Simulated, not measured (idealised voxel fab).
process module | voxel lift off
cross-section cut | 230 nm wide | cells 5 nm
A cross-section is a grid of square cells, given in bands from the top down. A band is one or more rows of cells.
Each band's line starts with the height of the band's top and of its bottom, in nm. Then come its materials from left to right, each with its width in nm. One material with "throughout" fills the band from edge to edge. "air" is empty space.
Height 0 is the level under which the wafer as received is all one material. The lowest band goes on downwards, as in "0 down".
A width such as "30 to 40" changes by the same amount from each row of cells to the next, from the band's top row to its bottom row.
"no change" after a step means that no cell of the cross-section changed.
closed voids: empty space of 8 cells or more with no open way to the top, each as width x height at its distance from the left edge, in nm
after a step's settings: what the simulator itself notes on the step
overlay nm, on a step with a mask: how far to the right of its planned place the mask lay; to the left if negative
plan
1 op RECEIVE | material Si
2 op CONFORMAL_DEP | material SiN | thk nm 15
3 op PATTERN | tone open | mask id LINES | material resist | width nm 25 | pitch nm 55 | thk nm 15 | overlay nm 0
4 op DIRECTIONAL_DEP | material Ru | thk nm 5
5 op STRIP | etch materials resist
6 op CONFORMAL_DEP | material SiO2 | thk nm 10
as received, after step 1
  0 down: Si throughout
  closed voids: none
a wafer at the end: this start, this plan, one mistake
  30 to 25: air 35 | SiO2 45 | air 10 | SiO2 45 | air 10 | SiO2 45 | air 40
  25 to 20: SiO2 throughout
  20 to 15: SiO2 45 | Ru 25 | SiO2 30 | Ru 25 | SiO2 30 | Ru 25 | SiO2 50
  15 to 0: Ru throughout
  0 down: Si throughout
  closed voids: none
what went wrong: step 2 ran as: op CONFORMAL_DEP | material Ru | thk nm 15
